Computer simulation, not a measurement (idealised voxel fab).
process module | voxel released beams
cross-section cut | 270 nm wide | cells 5 nm
A cross-section is a grid of square cells, given in bands from the top down. A band is one or more rows of cells.
Each band's line starts with the height of the band's top and of its bottom, in nm. Then come its materials from left to right, each with its width in nm. One material with "throughout" fills the band from edge to edge. "air" is empty space.
Height 0 is the level under which the wafer as received is all one material. The lowest band goes on downwards, as in "0 down".
A width such as "30 to 40" changes by the same amount from each row of cells to the next, from the band's top row to its bottom row.
"no change" after a step means that no cell of the cross-section changed.
closed voids: empty space of 8 cells or more with no open way to the top, each as width x height at its distance from the left edge, in nm
after a step's settings: what the simulator itself notes on the step
overlay nm, on a step with a mask: how far to the right of its planned place the mask lay; to the left if negative
plan
1 op RECEIVE | material Si
2 op CONFORMAL_DEP | material Al2O3 | thk nm 5
3 op DIRECTIONAL_DEP | material SiO2 | thk nm 15
4 op DIRECTIONAL_DEP | material aC | thk nm 10
5 op PATTERN | tone open | mask id ANCHOR | material resist | width nm 35 | thk nm 30 | overlay nm 0
6 op DIRECTIONAL_ETCH | etch materials aC | depth nm 10
7 op STRIP | etch materials resist
8 op DIRECTIONAL_ETCH | etch materials SiO2 | depth nm 15
9 op STRIP | etch materials aC
10 op CONFORMAL_DEP | material SiN | thk nm 10
11 op DIRECTIONAL_DEP | material aC | thk nm 10
12 op PATTERN | tone cover | mask id BEAM | material resist | width nm 105 | thk nm 25 | overlay nm 0
13 op DIRECTIONAL_ETCH | etch materials aC | depth nm 10
14 op STRIP | etch materials resist
15 op DIRECTIONAL_ETCH | etch materials SiN | depth nm 10
16 op STRIP | etch materials aC
17 op STRIP | etch materials SiO2
as received, after step 1
  0 down: Si throughout
  closed voids: none
a wafer at the end: this start, this plan, one mistake
  30 to 20: air 80 | SiN 105 | air 85
  20 to 15: Al2O3 throughout
  15 to 0: SiO2 throughout
  0 down: Si throughout
  closed voids: none
what went wrong: steps 2 and 3 were swapped
